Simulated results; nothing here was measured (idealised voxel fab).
process module | voxel transistor to metal
cross-section cut | 210 nm wide | cells 5 nm
A cross-section is a grid of square cells, given in bands from the top down. A band is one or more rows of cells.
Each band's line starts with the height of the band's top and of its bottom, in nm. Then come its materials from left to right, each with its width in nm. One material with "throughout" fills the band from edge to edge. "air" is empty space.
Height 0 is the level under which the wafer as received is all one material. The lowest band goes on downwards, as in "0 down".
A width such as "30 to 40" changes by the same amount from each row of cells to the next, from the band's top row to its bottom row.
"no change" after a step means that no cell of the cross-section changed.
closed voids: empty space of 8 cells or more with no open way to the top, each as width x height at its distance from the left edge, in nm
after a step's settings: what the simulator itself notes on the step
overlay nm, on a step with a mask: how far to the right of its planned place the mask lay; to the left if negative
plan
1 op RECEIVE | material Si
2 op CONFORMAL_DEP | material SiO2 | thk nm 5
3 op CONFORMAL_DEP | material SiN | thk nm 15
4 op PATTERN | tone cover | mask id ACTIVE | material resist | width nm 115 | thk nm 15 | overlay nm 0
5 op DIRECTIONAL_ETCH | etch materials SiN | depth nm 15
6 op DIRECTIONAL_ETCH | etch materials SiO2 | depth nm 5
7 op DIRECTIONAL_ETCH | etch materials Si | depth nm 20
8 op STRIP | etch materials resist
9 op FILL_DEP | material SiO2 | thk nm 10
10 op CMP | height nm 20
11 op SELECTIVE_ETCH | etch materials SiO2 | depth nm 15
12 op STRIP | etch materials SiN
13 op SELECTIVE_ETCH | etch materials SiO2 | depth nm 5
14 op OXIDIZE | depth nm 5
15 op DIRECTIONAL_DEP | material polySi | thk nm 25
16 op DIRECTIONAL_DEP | material SiCN | thk nm 10
17 op PATTERN | tone cover | mask id GATE | material resist | width nm 25 | thk nm 20 | overlay nm 0
18 op DIRECTIONAL_ETCH | etch materials SiCN | depth nm 20
19 op DIRECTIONAL_ETCH | etch materials polySi | depth nm 35
20 op STRIP | etch materials resist
21 op CONFORMAL_DEP | material SiO2 | thk nm 5
22 op DIRECTIONAL_ETCH | etch materials SiO2 | depth nm 5
23 op CONFORMAL_DEP | material SiN | thk nm 10
24 op DIRECTIONAL_ETCH | etch materials SiN | depth nm 10
25 op DIRECTIONAL_ETCH | etch materials SiO2 | depth nm 5
26 op DIRECTIONAL_ETCH | etch materials Si | depth nm 15
27 op EPI | material pSi | thk nm 20
28 op FILL_DEP | material SiO2 | thk nm 10
29 op CMP | height nm 35
30 op DIRECTIONAL_DEP | material SiO2 | thk nm 15
31 op DIRECTIONAL_DEP | material aC | thk nm 15
32 op PATTERN | tone open | mask id CONTACT | material resist | width nm 30 | pitch nm 65 | thk nm 30 | overlay nm 0
33 op DIRECTIONAL_ETCH | etch materials aC | depth nm 15
34 op STRIP | etch materials resist
35 op DIRECTIONAL_ETCH | etch materials SiO2 | depth nm 35
36 op STRIP | etch materials aC
37 op CONFORMAL_DEP | material TiN | thk nm 5
38 op FILL_DEP | material W | thk nm 10
39 op CMP | height nm 50
40 op CONFORMAL_DEP | material SiCN | thk nm 5
41 op DIRECTIONAL_DEP | material lowk | thk nm 20
42 op DIRECTIONAL_DEP | material aC | thk nm 10
43 op PATTERN | tone open | mask id METAL_1 | material resist | width nm 15 | pitch nm 80 | thk nm 30 | overlay nm 0
44 op DIRECTIONAL_ETCH | etch materials aC | depth nm 10
45 op STRIP | etch materials resist
46 op DIRECTIONAL_ETCH | etch materials lowk | depth nm 20
47 op DIRECTIONAL_ETCH | etch materials SiCN | depth nm 5
48 op STRIP | etch materials aC
49 op CONFORMAL_DEP | material TiN | thk nm 5
50 op FILL_DEP | material W | thk nm 10
51 op CMP | height nm 75
52 op EPI | material Ru | thk nm 5
53 op FILL_DEP | material SiCN | thk nm 5
54 op DIRECTIONAL_DEP | material SiO2 | thk nm 30
55 op PATTERN | tone open | mask id METAL_2 | material resist | width nm 15 | pitch nm 80 | thk nm 20 | overlay nm 0
56 op DIRECTIONAL_ETCH | etch materials SiO2 | depth nm 20
57 op STRIP | etch materials resist
58 op MASKED_ETCH | tone open | mask id METAL_2_HOLES | width nm 15 | pitch nm 80 | etch materials SiO2 | depth nm 10 | overlay nm 0
59 op MASKED_ETCH | tone open | mask id METAL_2_HOLES | width nm 15 | pitch nm 80 | etch materials SiCN | depth nm 5 | overlay nm 0
60 op CONFORMAL_DEP | material TiN | thk nm 5
61 op FILL_DEP | material Cu | thk nm 10
62 op CMP | height nm 115
63 op CONFORMAL_DEP | material SiN | thk nm 5
first wafer, as planned
as received, after step 1
  0 down: Si throughout
  closed voids: none
after step 2
  5 to 0: SiO2 throughout
  below 0: unchanged
after step 3
  20 to 5: SiN throughout
  below 5: unchanged
after step 4
  35 to 20: air 45 | resist 115 | air 50
  below 20: unchanged
after step 5
  35 to 20: air 45 | resist 115 | air 50
  20 to 5: air 45 | SiN 115 | air 50
  below 5: unchanged
after step 6
  35 to 20: air 45 | resist 115 | air 50
  20 to 5: air 45 | SiN 115 | air 50
  5 to 0: air 45 | SiO2 115 | air 50
  below 0: unchanged
after step 7
  35 to 20: air 45 | resist 115 | air 50
  20 to 5: air 45 | SiN 115 | air 50
  5 to 0: air 45 | SiO2 115 | air 50
  0 to -20: air 45 | Si 115 | air 50
  below -20: unchanged
after step 8
  20 to 5: air 45 | SiN 115 | air 50
  below 5: unchanged
after step 9
  30 to 20: SiO2 throughout
  20 to 5: SiO2 45 | SiN 115 | SiO2 50
  5 to 0: SiO2 throughout
  0 to -20: SiO2 45 | Si 115 | SiO2 50
  below -20: unchanged
after step 10
  20 to 5: SiO2 45 | SiN 115 | SiO2 50
  below 5: unchanged
after step 11
  20 to 5: air 45 | SiN 115 | air 50
  below 5: unchanged
after step 12
  5 to 0: SiO2 throughout
  below 0: unchanged
after step 13
  0 to -20: SiO2 45 | Si 115 | SiO2 50
  below -20: unchanged
after step 14
  0 to -5: SiO2 throughout
  below -5: unchanged
after step 15
  25 to 0: polySi throughout
  below 0: unchanged
after step 16
  35 to 25: SiCN throughout
  below 25: unchanged
after step 17
  55 to 35: air 90 | resist 25 | air 95
  below 35: unchanged
after step 18
  55 to 35: air 90 | resist 25 | air 95
  35 to 25: air 90 | SiCN 25 | air 95
  below 25: unchanged
after step 19
  55 to 35: air 90 | resist 25 | air 95
  35 to 25: air 90 | SiCN 25 | air 95
  25 to 0: air 90 | polySi 25 | air 95
  below 0: unchanged
after step 20
  35 to 25: air 90 | SiCN 25 | air 95
  below 25: unchanged
after step 21
  40 to 35: air 85 | SiO2 35 | air 90
  35 to 25: air 85 | SiO2 5 | SiCN 25 | SiO2 5 | air 90
  25 to 5: air 85 | SiO2 5 | polySi 25 | SiO2 5 | air 90
  5 to 0: SiO2 90 | polySi 25 | SiO2 95
  below 0: unchanged
after step 22
  35 to 25: air 85 | SiO2 5 | SiCN 25 | SiO2 5 | air 90
  25 to 0: air 85 | SiO2 5 | polySi 25 | SiO2 5 | air 90
  below 0: unchanged
after step 23
  45 to 35: air 75 | SiN 55 | air 80
  35 to 25: air 75 | SiN 10 | SiO2 5 | SiCN 25 | SiO2 5 | SiN 10 | air 80
  25 to 10: air 75 | SiN 10 | SiO2 5 | polySi 25 | SiO2 5 | SiN 10 | air 80
  10 to 0: SiN 85 | SiO2 5 | polySi 25 | SiO2 5 | SiN 90
  below 0: unchanged
after step 24
  35 to 25: air 75 | SiN 10 | SiO2 5 | SiCN 25 | SiO2 5 | SiN 10 | air 80
  25 to 0: air 75 | SiN 10 | SiO2 5 | polySi 25 | SiO2 5 | SiN 10 | air 80
  below 0: unchanged
after step 25
  35 to 30: air 75 | SiN 10 | air 5 | SiCN 25 | air 5 | SiN 10 | air 80
  30 to 25: air 75 | SiN 10 | SiO2 5 | SiCN 25 | SiO2 5 | SiN 10 | air 80
  25 to 0: air 75 | SiN 10 | SiO2 5 | polySi 25 | SiO2 5 | SiN 10 | air 80
  0 to -5: air 75 | SiO2 55 | air 80
  below -5: unchanged
after step 26
  35 to 30: air 75 | SiN 10 | air 5 | SiCN 25 | air 5 | SiN 10 | air 80
  30 to 25: air 75 | SiN 10 | SiO2 5 | SiCN 25 | SiO2 5 | SiN 10 | air 80
  25 to 0: air 75 | SiN 10 | SiO2 5 | polySi 25 | SiO2 5 | SiN 10 | air 80
  0 to -5: air 75 | SiO2 55 | air 80
  -5 to -20: SiO2 45 | air 30 | Si 55 | air 30 | SiO2 50
  below -20: unchanged
after step 27
  35 to 30: air 75 | SiN 10 | air 5 | SiCN 25 | air 5 | SiN 10 | air 80
  30 to 25: air 75 | SiN 10 | SiO2 5 | SiCN 25 | SiO2 5 | SiN 10 | air 80
  25 to 15: air 75 | SiN 10 | SiO2 5 | polySi 25 | SiO2 5 | SiN 10 | air 80
  15 to 0: air 55 | pSi 20 | SiN 10 | SiO2 5 | polySi 25 | SiO2 5 | SiN 10 | pSi 20 | air 60
  0 to -5: air 40 | pSi 35 | SiO2 55 | pSi 35 | air 45
  -5 to -20: SiO2 45 | pSi 30 | Si 55 | pSi 30 | SiO2 50
  below -20: unchanged
after step 28
  45 to 35: SiO2 throughout
  35 to 25: SiO2 75 | SiN 10 | SiO2 5 | SiCN 25 | SiO2 5 | SiN 10 | SiO2 80
  25 to 15: SiO2 75 | SiN 10 | SiO2 5 | polySi 25 | SiO2 5 | SiN 10 | SiO2 80
  15 to 0: SiO2 55 | pSi 20 | SiN 10 | SiO2 5 | polySi 25 | SiO2 5 | SiN 10 | pSi 20 | SiO2 60
  0 to -5: SiO2 40 | pSi 35 | SiO2 55 | pSi 35 | SiO2 45
  below -5: unchanged
after step 29
  35 to 25: SiO2 75 | SiN 10 | SiO2 5 | SiCN 25 | SiO2 5 | SiN 10 | SiO2 80
  below 25: unchanged
after step 30
  50 to 35: SiO2 throughout
  below 35: unchanged
after step 31
  65 to 50: aC throughout
  below 50: unchanged
after step 32
  95 to 65: resist 55 | air 30 | resist 35 | air 30 | resist 60
  below 65: unchanged
after step 33
  80 to 65: resist 55 | air 30 | resist 35 | air 30 | resist 60
  65 to 50: aC 55 | air 30 | aC 35 | air 30 | aC 60
  below 50: unchanged
after step 34
  65 to 50: aC 55 | air 30 | aC 35 | air 30 | aC 60
  below 50: unchanged
after step 35
  65 to 50: aC 55 | air 30 | aC 35 | air 30 | aC 60
  50 to 35: SiO2 55 | air 30 | SiO2 35 | air 30 | SiO2 60
  35 to 25: SiO2 55 | air 20 | SiN 10 | SiO2 5 | SiCN 25 | SiO2 5 | SiN 10 | air 20 | SiO2 60
  25 to 15: SiO2 55 | air 20 | SiN 10 | SiO2 5 | polySi 25 | SiO2 5 | SiN 10 | air 20 | SiO2 60
  below 15: unchanged
after step 36
  50 to 35: SiO2 55 | air 30 | SiO2 35 | air 30 | SiO2 60
  below 35: unchanged
after step 37
  55 to 50: TiN 60 | air 20 | TiN 45 | air 20 | TiN 65
  50 to 40: SiO2 55 | TiN 5 | air 20 | TiN 5 | SiO2 35 | TiN 5 | air 20 | TiN 5 | SiO2 60
  40 to 35: SiO2 55 | TiN 5 | air 10 | TiN 15 | SiO2 35 | TiN 15 | air 10 | TiN 5 | SiO2 60
  35 to 25: SiO2 55 | TiN 5 | air 10 | TiN 5 | SiN 10 | SiO2 5 | SiCN 25 | SiO2 5 | SiN 10 | TiN 5 | air 10 | TiN 5 | SiO2 60
  25 to 20: SiO2 55 | TiN 5 | air 10 | TiN 5 | SiN 10 | SiO2 5 | polySi 25 | SiO2 5 | SiN 10 | TiN 5 | air 10 | TiN 5 | SiO2 60
  20 to 15: SiO2 55 | TiN 20 | SiN 10 | SiO2 5 | polySi 25 | SiO2 5 | SiN 10 | TiN 20 | SiO2 60
  below 15: unchanged
after step 38
  65 to 55: W throughout
  55 to 50: TiN 60 | W 20 | TiN 45 | W 20 | TiN 65
  50 to 40: SiO2 55 | TiN 5 | W 20 | TiN 5 | SiO2 35 | TiN 5 | W 20 | TiN 5 | SiO2 60
  40 to 35: SiO2 55 | TiN 5 | W 10 | TiN 15 | SiO2 35 | TiN 15 | W 10 | TiN 5 | SiO2 60
  35 to 25: SiO2 55 | TiN 5 | W 10 | TiN 5 | SiN 10 | SiO2 5 | SiCN 25 | SiO2 5 | SiN 10 | TiN 5 | W 10 | TiN 5 | SiO2 60
  25 to 20: SiO2 55 | TiN 5 | W 10 | TiN 5 | SiN 10 | SiO2 5 | polySi 25 | SiO2 5 | SiN 10 | TiN 5 | W 10 | TiN 5 | SiO2 60
  below 20: unchanged
after step 39
  50 to 40: SiO2 55 | TiN 5 | W 20 | TiN 5 | SiO2 35 | TiN 5 | W 20 | TiN 5 | SiO2 60
  below 40: unchanged
after step 40
  55 to 50: SiCN throughout
  below 50: unchanged
after step 41
  75 to 55: lowk throughout
  below 55: unchanged
after step 42
  85 to 75: aC throughout
  below 75: unchanged
after step 43
  115 to 85: resist 55 | air 15 | resist 65 | air 15 | resist 60
  below 85: unchanged
after step 44
  105 to 85: resist 55 | air 15 | resist 65 | air 15 | resist 60
  85 to 75: aC 55 | air 15 | aC 65 | air 15 | aC 60
  below 75: unchanged
after step 45
  85 to 75: aC 55 | air 15 | aC 65 | air 15 | aC 60
  below 75: unchanged
after step 46
  85 to 75: aC 55 | air 15 | aC 65 | air 15 | aC 60
  75 to 55: lowk 55 | air 15 | lowk 65 | air 15 | lowk 60
  below 55: unchanged
after step 47
  85 to 75: aC 55 | air 15 | aC 65 | air 15 | aC 60
  75 to 55: lowk 55 | air 15 | lowk 65 | air 15 | lowk 60
  55 to 50: SiCN 55 | air 15 | SiCN 65 | air 15 | SiCN 60
  below 50: unchanged
after step 48
  75 to 55: lowk 55 | air 15 | lowk 65 | air 15 | lowk 60
  below 55: unchanged
after step 49
  80 to 75: TiN 60 | air 5 | TiN 75 | air 5 | TiN 65
  75 to 55: lowk 55 | TiN 5 | air 5 | TiN 5 | lowk 65 | TiN 5 | air 5 | TiN 5 | lowk 60
  55 to 50: SiCN 55 | TiN 15 | SiCN 65 | TiN 15 | SiCN 60
  below 50: unchanged
after step 50
  90 to 80: W throughout
  80 to 75: TiN 60 | W 5 | TiN 75 | W 5 | TiN 65
  75 to 55: lowk 55 | TiN 5 | W 5 | TiN 5 | lowk 65 | TiN 5 | W 5 | TiN 5 | lowk 60
  below 55: unchanged
after step 51
  75 to 55: lowk 55 | TiN 5 | W 5 | TiN 5 | lowk 65 | TiN 5 | W 5 | TiN 5 | lowk 60
  below 55: unchanged
after step 52
  80 to 75: air 50 | Ru 25 | air 55 | Ru 25 | air 55
  below 75: unchanged
after step 53
  85 to 80: SiCN throughout
  80 to 75: SiCN 50 | Ru 25 | SiCN 55 | Ru 25 | SiCN 55
  below 75: unchanged
after step 54
  115 to 85: SiO2 throughout
  below 85: unchanged
after step 55
  135 to 115: resist 55 | air 15 | resist 65 | air 15 | resist 60
  below 115: unchanged
after step 56
  135 to 115: resist 55 | air 15 | resist 65 | air 15 | resist 60
  115 to 95: SiO2 55 | air 15 | SiO2 65 | air 15 | SiO2 60
  below 95: unchanged
after step 57
  115 to 95: SiO2 55 | air 15 | SiO2 65 | air 15 | SiO2 60
  below 95: unchanged
after step 58
  115 to 85: SiO2 55 | air 15 | SiO2 65 | air 15 | SiO2 60
  below 85: unchanged
after step 59
  115 to 85: SiO2 55 | air 15 | SiO2 65 | air 15 | SiO2 60
  85 to 80: SiCN 55 | air 15 | SiCN 65 | air 15 | SiCN 60
  below 80: unchanged
after step 60
  120 to 115: TiN 60 | air 5 | TiN 75 | air 5 | TiN 65
  115 to 85: SiO2 55 | TiN 5 | air 5 | TiN 5 | SiO2 65 | TiN 5 | air 5 | TiN 5 | SiO2 60
  85 to 80: SiCN 55 | TiN 15 | SiCN 65 | TiN 15 | SiCN 60
  below 80: unchanged
after step 61
  130 to 120: Cu throughout
  120 to 115: TiN 60 | Cu 5 | TiN 75 | Cu 5 | TiN 65
  115 to 85: SiO2 55 | TiN 5 | Cu 5 | TiN 5 | SiO2 65 | TiN 5 | Cu 5 | TiN 5 | SiO2 60
  below 85: unchanged
after step 62
  115 to 85: SiO2 55 | TiN 5 | Cu 5 | TiN 5 | SiO2 65 | TiN 5 | Cu 5 | TiN 5 | SiO2 60
  below 85: unchanged
after step 63
  120 to 115: SiN throughout
  below 115: unchanged
second wafer: like start, like plan, one mistake. Through step 20 it matches the first wafer
when step 21 should have ended: no change
when step 22 should have ended
  35 to 25: air 90 | SiCN 25 | air 95
  25 to 0: air 90 | polySi 25 | air 95
  0 to -5: air 90 | SiO2 25 | air 95
  below -5: unchanged
when step 23 should have ended
  45 to 35: air 80 | SiN 45 | air 85
  35 to 25: air 80 | SiN 10 | SiCN 25 | SiN 10 | air 85
  25 to 5: air 80 | SiN 10 | polySi 25 | SiN 10 | air 85
  5 to 0: SiN 90 | polySi 25 | SiN 95
  0 to -5: SiN 90 | SiO2 25 | SiN 95
  below -5: unchanged
when step 24 should have ended
  35 to 25: air 80 | SiN 10 | SiCN 25 | SiN 10 | air 85
  25 to 0: air 80 | SiN 10 | polySi 25 | SiN 10 | air 85
  0 to -5: air 80 | SiN 10 | SiO2 25 | SiN 10 | air 85
  below -5: unchanged
when step 25 should have ended
  35 to 25: air 80 | SiN 10 | SiCN 25 | SiN 10 | air 85
  25 to 0: air 80 | SiN 10 | polySi 25 | SiN 10 | air 85
  0 to -5: air 80 | SiN 10 | SiO2 25 | SiN 10 | air 85
  -5 to -10: air 45 | Si 115 | air 50
  below -10: unchanged
when step 26 should have ended
  35 to 25: air 80 | SiN 10 | SiCN 25 | SiN 10 | air 85
  25 to 0: air 80 | SiN 10 | polySi 25 | SiN 10 | air 85
  0 to -5: air 80 | SiN 10 | SiO2 25 | SiN 10 | air 85
  -5 to -10: air 80 | Si 45 | air 85
  -10 to -20: SiO2 45 | air 35 | Si 45 | air 35 | SiO2 50
  below -20: unchanged
when step 27 should have ended
  35 to 25: air 80 | SiN 10 | SiCN 25 | SiN 10 | air 85
  25 to 15: air 80 | SiN 10 | polySi 25 | SiN 10 | air 85
  15 to 0: air 60 | pSi 20 | SiN 10 | polySi 25 | SiN 10 | pSi 20 | air 65
  0 to -5: air 35 | pSi 45 | SiN 10 | SiO2 25 | SiN 10 | pSi 45 | air 40
  -5 to -10: air 35 | pSi 45 | Si 45 | pSi 45 | air 40
  -10 to -20: SiO2 45 | pSi 35 | Si 45 | pSi 35 | SiO2 50
  below -20: unchanged
when step 28 should have ended
  45 to 35: SiO2 throughout
  35 to 25: SiO2 80 | SiN 10 | SiCN 25 | SiN 10 | SiO2 85
  25 to 15: SiO2 80 | SiN 10 | polySi 25 | SiN 10 | SiO2 85
  15 to 0: SiO2 60 | pSi 20 | SiN 10 | polySi 25 | SiN 10 | pSi 20 | SiO2 65
  0 to -5: SiO2 35 | pSi 45 | SiN 10 | SiO2 25 | SiN 10 | pSi 45 | SiO2 40
  -5 to -10: SiO2 35 | pSi 45 | Si 45 | pSi 45 | SiO2 40
  below -10: unchanged
when step 29 should have ended
  35 to 25: SiO2 80 | SiN 10 | SiCN 25 | SiN 10 | SiO2 85
  below 25: unchanged
when step 30 should have ended
  50 to 35: SiO2 throughout
  below 35: unchanged
when step 31 should have ended
  65 to 50: aC throughout
  below 50: unchanged
when step 32 should have ended
  95 to 65: resist 55 | air 30 | resist 35 | air 30 | resist 60
  below 65: unchanged
when step 33 should have ended
  80 to 65: resist 55 | air 30 | resist 35 | air 30 | resist 60
  65 to 50: aC 55 | air 30 | aC 35 | air 30 | aC 60
  below 50: unchanged
when step 34 should have ended
  65 to 50: aC 55 | air 30 | aC 35 | air 30 | aC 60
  below 50: unchanged
when step 35 should have ended
  65 to 50: aC 55 | air 30 | aC 35 | air 30 | aC 60
  50 to 35: SiO2 55 | air 30 | SiO2 35 | air 30 | SiO2 60
  35 to 25: SiO2 55 | air 25 | SiN 10 | SiCN 25 | SiN 10 | air 25 | SiO2 60
  25 to 15: SiO2 55 | air 25 | SiN 10 | polySi 25 | SiN 10 | air 25 | SiO2 60
  below 15: unchanged
when step 36 should have ended
  50 to 35: SiO2 55 | air 30 | SiO2 35 | air 30 | SiO2 60
  below 35: unchanged
when step 37 should have ended
  55 to 50: TiN 60 | air 20 | TiN 45 | air 20 | TiN 65
  50 to 40: SiO2 55 | TiN 5 | air 20 | TiN 5 | SiO2 35 | TiN 5 | air 20 | TiN 5 | SiO2 60
  40 to 35: SiO2 55 | TiN 5 | air 15 | TiN 10 | SiO2 35 | TiN 10 | air 15 | TiN 5 | SiO2 60
  35 to 25: SiO2 55 | TiN 5 | air 15 | TiN 5 | SiN 10 | SiCN 25 | SiN 10 | TiN 5 | air 15 | TiN 5 | SiO2 60
  25 to 20: SiO2 55 | TiN 5 | air 15 | TiN 5 | SiN 10 | polySi 25 | SiN 10 | TiN 5 | air 15 | TiN 5 | SiO2 60
  20 to 15: SiO2 55 | TiN 25 | SiN 10 | polySi 25 | SiN 10 | TiN 25 | SiO2 60
  below 15: unchanged
when step 38 should have ended
  65 to 55: W throughout
  55 to 50: TiN 60 | W 20 | TiN 45 | W 20 | TiN 65
  50 to 40: SiO2 55 | TiN 5 | W 20 | TiN 5 | SiO2 35 | TiN 5 | W 20 | TiN 5 | SiO2 60
  40 to 35: SiO2 55 | TiN 5 | W 15 | TiN 10 | SiO2 35 | TiN 10 | W 15 | TiN 5 | SiO2 60
  35 to 25: SiO2 55 | TiN 5 | W 15 | TiN 5 | SiN 10 | SiCN 25 | SiN 10 | TiN 5 | W 15 | TiN 5 | SiO2 60
  25 to 20: SiO2 55 | TiN 5 | W 15 | TiN 5 | SiN 10 | polySi 25 | SiN 10 | TiN 5 | W 15 | TiN 5 | SiO2 60
  below 20: unchanged
when step 39 should have ended
  50 to 40: SiO2 55 | TiN 5 | W 20 | TiN 5 | SiO2 35 | TiN 5 | W 20 | TiN 5 | SiO2 60
  below 40: unchanged
when step 40 should have ended
  55 to 50: SiCN throughout
  below 50: unchanged
when step 41 should have ended
  75 to 55: lowk throughout
  below 55: unchanged
when step 42 should have ended
  85 to 75: aC throughout
  below 75: unchanged
when step 43 should have ended
  115 to 85: resist 55 | air 15 | resist 65 | air 15 | resist 60
  below 85: unchanged
when step 44 should have ended
  105 to 85: resist 55 | air 15 | resist 65 | air 15 | resist 60
  85 to 75: aC 55 | air 15 | aC 65 | air 15 | aC 60
  below 75: unchanged
when step 45 should have ended
  85 to 75: aC 55 | air 15 | aC 65 | air 15 | aC 60
  below 75: unchanged
when step 46 should have ended
  85 to 75: aC 55 | air 15 | aC 65 | air 15 | aC 60
  75 to 55: lowk 55 | air 15 | lowk 65 | air 15 | lowk 60
  below 55: unchanged
when step 47 should have ended
  85 to 75: aC 55 | air 15 | aC 65 | air 15 | aC 60
  75 to 55: lowk 55 | air 15 | lowk 65 | air 15 | lowk 60
  55 to 50: SiCN 55 | air 15 | SiCN 65 | air 15 | SiCN 60
  below 50: unchanged
when step 48 should have ended
  75 to 55: lowk 55 | air 15 | lowk 65 | air 15 | lowk 60
  below 55: unchanged
when step 49 should have ended
  80 to 75: TiN 60 | air 5 | TiN 75 | air 5 | TiN 65
  75 to 55: lowk 55 | TiN 5 | air 5 | TiN 5 | lowk 65 | TiN 5 | air 5 | TiN 5 | lowk 60
  55 to 50: SiCN 55 | TiN 15 | SiCN 65 | TiN 15 | SiCN 60
  below 50: unchanged
when step 50 should have ended
  90 to 80: W throughout
  80 to 75: TiN 60 | W 5 | TiN 75 | W 5 | TiN 65
  75 to 55: lowk 55 | TiN 5 | W 5 | TiN 5 | lowk 65 | TiN 5 | W 5 | TiN 5 | lowk 60
  below 55: unchanged
when step 51 should have ended
  75 to 55: lowk 55 | TiN 5 | W 5 | TiN 5 | lowk 65 | TiN 5 | W 5 | TiN 5 | lowk 60
  below 55: unchanged
when step 52 should have ended
  80 to 75: air 50 | Ru 25 | air 55 | Ru 25 | air 55
  below 75: unchanged
when step 53 should have ended
  85 to 80: SiCN throughout
  80 to 75: SiCN 50 | Ru 25 | SiCN 55 | Ru 25 | SiCN 55
  below 75: unchanged
when step 54 should have ended
  115 to 85: SiO2 throughout
  below 85: unchanged
when step 55 should have ended
  135 to 115: resist 55 | air 15 | resist 65 | air 15 | resist 60
  below 115: unchanged
when step 56 should have ended
  135 to 115: resist 55 | air 15 | resist 65 | air 15 | resist 60
  115 to 95: SiO2 55 | air 15 | SiO2 65 | air 15 | SiO2 60
  below 95: unchanged
when step 57 should have ended
  115 to 95: SiO2 55 | air 15 | SiO2 65 | air 15 | SiO2 60
  below 95: unchanged
when step 58 should have ended
  115 to 85: SiO2 55 | air 15 | SiO2 65 | air 15 | SiO2 60
  below 85: unchanged
when step 59 should have ended
  115 to 85: SiO2 55 | air 15 | SiO2 65 | air 15 | SiO2 60
  85 to 80: SiCN 55 | air 15 | SiCN 65 | air 15 | SiCN 60
  below 80: unchanged
when step 60 should have ended
  120 to 115: TiN 60 | air 5 | TiN 75 | air 5 | TiN 65
  115 to 85: SiO2 55 | TiN 5 | air 5 | TiN 5 | SiO2 65 | TiN 5 | air 5 | TiN 5 | SiO2 60
  85 to 80: SiCN 55 | TiN 15 | SiCN 65 | TiN 15 | SiCN 60
  below 80: unchanged
when step 61 should have ended
  130 to 120: Cu throughout
  120 to 115: TiN 60 | Cu 5 | TiN 75 | Cu 5 | TiN 65
  115 to 85: SiO2 55 | TiN 5 | Cu 5 | TiN 5 | SiO2 65 | TiN 5 | Cu 5 | TiN 5 | SiO2 60
  below 85: unchanged
when step 62 should have ended
  115 to 85: SiO2 55 | TiN 5 | Cu 5 | TiN 5 | SiO2 65 | TiN 5 | Cu 5 | TiN 5 | SiO2 60
  below 85: unchanged
when step 63 should have ended
  120 to 115: SiN throughout
  below 115: unchanged
what went wrong: step 21 was left out
at the end the second wafer has, in cells: 6 fewer of Si | 4 more of SiN | 20 fewer of SiO2 | 8 more of W | 14 more of pSi
